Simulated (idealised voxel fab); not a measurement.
Title: Process Module voxel self aligned vias
cross-section cut | 210 nm wide | cells 5 nm
Reading order for cross-sections: top band down to bottom band. Underlying form: a grid of square cells. Band size: one or more rows of cells.
Look at the band entry: it leads with the top's height and the bottom's height in nm. Then it lists the materials left to right, with a width in nm for each. The word "all across" on a single material says that material fills the band edge to edge. The word "empty" is empty space.
All heights in this document are referenced to 0, defined as the level beneath which the wafer, as received, consists entirely of one material. The lowest band is not bounded below; it extends indefinitely downward and is written in the form "0..down".
Read "30..40" as a graded width: first number on top, second number at the bottom, same change between each pair of neighbouring rows.
Key: "remains unaltered" - step with no changed cell in the cross-section.
If an empty space has no open way to the top and is at least 8 cells in size, "Voids, fully enclosed" lists it, written width x height at distance, where distance is measured from the left edge and every value is in nm.
Formally, on a step line, whatever follows the settings is a remark that the simulator itself makes on the step.
Each step line may optionally specify "overlay nm", which for a step with a mask gives the rightward distance between the mask's planned place and where it lay, a negative value indicating the leftward direction.
# Process steps foreseen in the plan
| 1 | RECEIVE | material Si |
| 2 | CONFORMAL_DEP | material SiO2 | thk nm 15 |
| 3 | CONFORMAL_DEP | material SiCN | thk nm 5 |
| 4 | DIRECTIONAL_DEP | material lowk | thk nm 25 |
| 5 | PATTERN | tone open | mask id LINES | material resist | width nm 25 | pitch nm 50 | thk nm 20 | overlay nm 0 |
| 6 | DIRECTIONAL_ETCH | etch materials lowk | depth nm 25 |
| 7 | STRIP | etch materials resist |
| 8 | CONFORMAL_DEP | material TiN | thk nm 5 |
| 9 | FILL_DEP | material Ru | thk nm 5 |
| 10 | CMP | height nm 45 |
| 11 | SELECTIVE_ETCH | etch materials W Ru TiN | depth nm 5 |
| 12 | FILL_DEP | material SiN | thk nm 10 |
| 13 | CMP | height nm 45 |
| 14 | DIRECTIONAL_DEP | material lowk | thk nm 15 |
| 15 | PATTERN | tone open | mask id VIAS | material resist | width nm 35 | pitch nm 100 | thk nm 20 | overlay nm 0 |
| 16 | DIRECTIONAL_ETCH | etch materials lowk | depth nm 15 |
| 17 | DIRECTIONAL_ETCH | etch materials SiN | depth nm 5 |
| 18 | STRIP | etch materials resist |
| 19 | CONFORMAL_DEP | material TiN | thk nm 5 |
| 20 | FILL_DEP | material Ru | thk nm 5 |
| 21 | CMP | height nm 60 |
| 22 | CONFORMAL_DEP | material SiN | thk nm 5 |
# Of two wafers, the first: run according to plan
# Cross-section: wafer on arrival = after step 1
    0..down: Si all across
    Voids, fully enclosed: none
# You're looking at a cross-section of the wafer after step 2
    15..0: SiO2 all across
    Everything below 0 is unchanged.
# You're looking at a cross-section of the wafer after step 3
    20..15: SiCN all across
    Everything below 15 is unchanged.
# You're looking at a cross-section of the wafer after step 4
    45..20: lowk all across
    Everything below 20 is unchanged.
# You're looking at a cross-section of the wafer after step 5
    65..45: resist: 40, then empty: 25, then resist: 25, then empty: 25, then resist: 25, then empty: 25, then resist: 45
    Everything below 45 is unchanged.
# You're looking at a cross-section of the wafer after step 6
    65..45: resist: 40, then empty: 25, then resist: 25, then empty: 25, then resist: 25, then empty: 25, then resist: 45
    45..20: lowk: 40, then empty: 25, then lowk: 25, then empty: 25, then lowk: 25, then empty: 25, then lowk: 45
    Everything below 20 is unchanged.
# You're looking at a cross-section of the wafer after step 7
    45..20: lowk: 40, then empty: 25, then lowk: 25, then empty: 25, then lowk: 25, then empty: 25, then lowk: 45
    Everything below 20 is unchanged.
# You're looking at a cross-section of the wafer after step 8
    50..45: TiN: 45, then empty: 15, then TiN: 35, then empty: 15, then TiN: 35, then empty: 15, then TiN: 50
    45..25: lowk: 40, then TiN: 5, then empty: 15, then TiN: 5, then lowk: 25, then TiN: 5, then empty: 15, then TiN: 5, then lowk: 25, then TiN: 5, then empty: 15, then TiN: 5, then lowk: 45
    25..20: lowk: 40, then TiN: 25, then lowk: 25, then TiN: 25, then lowk: 25, then TiN: 25, then lowk: 45
    Everything below 20 is unchanged.
# You're looking at a cross-section of the wafer after step 9
    55..50: Ru all across
    50..45: TiN: 45, then Ru: 15, then TiN: 35, then Ru: 15, then TiN: 35, then Ru: 15, then TiN: 50
    45..25: lowk: 40, then TiN: 5, then Ru: 15, then TiN: 5, then lowk: 25, then TiN: 5, then Ru: 15, then TiN: 5, then lowk: 25, then TiN: 5, then Ru: 15, then TiN: 5, then lowk: 45
    Everything below 25 is unchanged.
# You're looking at a cross-section of the wafer after step 10
    45..25: lowk: 40, then TiN: 5, then Ru: 15, then TiN: 5, then lowk: 25, then TiN: 5, then Ru: 15, then TiN: 5, then lowk: 25, then TiN: 5, then Ru: 15, then TiN: 5, then lowk: 45
    Everything below 25 is unchanged.
# You're looking at a cross-section of the wafer after step 11
    45..40: lowk: 40, then empty: 25, then lowk: 25, then empty: 25, then lowk: 25, then empty: 25, then lowk: 45
    Everything below 40 is unchanged.
# You're looking at a cross-section of the wafer after step 12
    55..45: SiN all across
    45..40: lowk: 40, then SiN: 25, then lowk: 25, then SiN: 25, then lowk: 25, then SiN: 25, then lowk: 45
    Everything below 40 is unchanged.
# You're looking at a cross-section of the wafer after step 13
    45..40: lowk: 40, then SiN: 25, then lowk: 25, then SiN: 25, then lowk: 25, then SiN: 25, then lowk: 45
    Everything below 40 is unchanged.
# You're looking at a cross-section of the wafer after step 14
    60..45: lowk all across
    Everything below 45 is unchanged.
# You're looking at a cross-section of the wafer after step 15
    80..60: resist: 35, then empty: 35, then resist: 65, then empty: 35, then resist: 40
    Everything below 60 is unchanged.
# You're looking at a cross-section of the wafer after step 16
    80..60: resist: 35, then empty: 35, then resist: 65, then empty: 35, then resist: 40
    60..45: lowk: 35, then empty: 35, then lowk: 65, then empty: 35, then lowk: 40
    Everything below 45 is unchanged.
# You're looking at a cross-section of the wafer after step 17
    80..60: resist: 35, then empty: 35, then resist: 65, then empty: 35, then resist: 40
    60..45: lowk: 35, then empty: 35, then lowk: 65, then empty: 35, then lowk: 40
    45..40: lowk: 40, then empty: 25, then lowk: 25, then SiN: 25, then lowk: 25, then empty: 25, then lowk: 45
    Everything below 40 is unchanged.
# You're looking at a cross-section of the wafer after step 18
    60..45: lowk: 35, then empty: 35, then lowk: 65, then empty: 35, then lowk: 40
    Everything below 45 is unchanged.
# You're looking at a cross-section of the wafer after step 19
    65..60: TiN: 40, then empty: 25, then TiN: 75, then empty: 25, then TiN: 45
    60..50: lowk: 35, then TiN: 5, then empty: 25, then TiN: 5, then lowk: 65, then TiN: 5, then empty: 25, then TiN: 5, then lowk: 40
    50..45: lowk: 35, then TiN: 10, then empty: 15, then TiN: 10, then lowk: 65, then TiN: 10, then empty: 15, then TiN: 10, then lowk: 40
    45..40: lowk: 40, then TiN: 25, then lowk: 25, then SiN: 25, then lowk: 25, then TiN: 25, then lowk: 45
    Everything below 40 is unchanged.
# You're looking at a cross-section of the wafer after step 20
    70..65: Ru all across
    65..60: TiN: 40, then Ru: 25, then TiN: 75, then Ru: 25, then TiN: 45
    60..50: lowk: 35, then TiN: 5, then Ru: 25, then TiN: 5, then lowk: 65, then TiN: 5, then Ru: 25, then TiN: 5, then lowk: 40
    50..45: lowk: 35, then TiN: 10, then Ru: 15, then TiN: 10, then lowk: 65, then TiN: 10, then Ru: 15, then TiN: 10, then lowk: 40
    Everything below 45 is unchanged.
# You're looking at a cross-section of the wafer after step 21
    60..50: lowk: 35, then TiN: 5, then Ru: 25, then TiN: 5, then lowk: 65, then TiN: 5, then Ru: 25, then TiN: 5, then lowk: 40
    Everything below 50 is unchanged.
# You're looking at a cross-section of the wafer after step 22
    65..60: SiN all across
    Everything below 60 is unchanged.
# The second wafer was prepared from the same starting point and under the same plan as the first; its processing contained one mistake, and it remains indistinguishable from the first wafer up to and including step 10
# Second wafer shown in cross-section at the time step 11 was slated to end
    45..30: lowk: 40, then empty: 25, then lowk: 25, then empty: 25, then lowk: 25, then empty: 25, then lowk: 45
    Everything below 30 is unchanged.
# Second wafer shown in cross-section at the time step 12 was slated to end
    55..45: SiN all across
    45..30: lowk: 40, then SiN: 25, then lowk: 25, then SiN: 25, then lowk: 25, then SiN: 25, then lowk: 45
    Everything below 30 is unchanged.
# Second wafer shown in cross-section at the time step 13 was slated to end
    45..30: lowk: 40, then SiN: 25, then lowk: 25, then SiN: 25, then lowk: 25, then SiN: 25, then lowk: 45
    Everything below 30 is unchanged.
# Second wafer shown in cross-section at the time step 14 was slated to end
    60..45: lowk all across
    Everything below 45 is unchanged.
# Second wafer shown in cross-section at the time step 15 was slated to end
    80..60: resist: 35, then empty: 35, then resist: 65, then empty: 35, then resist: 40
    Everything below 60 is unchanged.
# Second wafer shown in cross-section at the time step 16 was slated to end
    80..60: resist: 35, then empty: 35, then resist: 65, then empty: 35, then resist: 40
    60..45: lowk: 35, then empty: 35, then lowk: 65, then empty: 35, then lowk: 40
    Everything below 45 is unchanged.
# Second wafer shown in cross-section at the time step 17 was slated to end
    80..60: resist: 35, then empty: 35, then resist: 65, then empty: 35, then resist: 40
    60..45: lowk: 35, then empty: 35, then lowk: 65, then empty: 35, then lowk: 40
    45..40: lowk: 40, then empty: 25, then lowk: 25, then SiN: 25, then lowk: 25, then empty: 25, then lowk: 45
    Everything below 40 is unchanged.
# Second wafer shown in cross-section at the time step 18 was slated to end
    60..45: lowk: 35, then empty: 35, then lowk: 65, then empty: 35, then lowk: 40
    Everything below 45 is unchanged.
# Second wafer shown in cross-section at the time step 19 was slated to end
    65..60: TiN: 40, then empty: 25, then TiN: 75, then empty: 25, then TiN: 45
    60..50: lowk: 35, then TiN: 5, then empty: 25, then TiN: 5, then lowk: 65, then TiN: 5, then empty: 25, then TiN: 5, then lowk: 40
    50..45: lowk: 35, then TiN: 10, then empty: 15, then TiN: 10, then lowk: 65, then TiN: 10, then empty: 15, then TiN: 10, then lowk: 40
    45..40: lowk: 40, then TiN: 25, then lowk: 25, then SiN: 25, then lowk: 25, then TiN: 25, then lowk: 45
    Everything below 40 is unchanged.
# Second wafer shown in cross-section at the time step 20 was slated to end
    70..65: Ru all across
    65..60: TiN: 40, then Ru: 25, then TiN: 75, then Ru: 25, then TiN: 45
    60..50: lowk: 35, then TiN: 5, then Ru: 25, then TiN: 5, then lowk: 65, then TiN: 5, then Ru: 25, then TiN: 5, then lowk: 40
    50..45: lowk: 35, then TiN: 10, then Ru: 15, then TiN: 10, then lowk: 65, then TiN: 10, then Ru: 15, then TiN: 10, then lowk: 40
    Everything below 45 is unchanged.
# Second wafer shown in cross-section at the time step 21 was slated to end
    60..50: lowk: 35, then TiN: 5, then Ru: 25, then TiN: 5, then lowk: 65, then TiN: 5, then Ru: 25, then TiN: 5, then lowk: 40
    Everything below 50 is unchanged.
# Second wafer shown in cross-section at the time step 22 was slated to end
    65..60: SiN all across
    Everything below 60 is unchanged.
What broke from the plan during processing? step 11 off recipe, ran as SELECTIVE_ETCH | etch materials W Ru TiN | depth nm 15
End of process, cell counts, second wafer against first, materials with more or fewer: -18 Ru; +30 SiN; -12 TiN
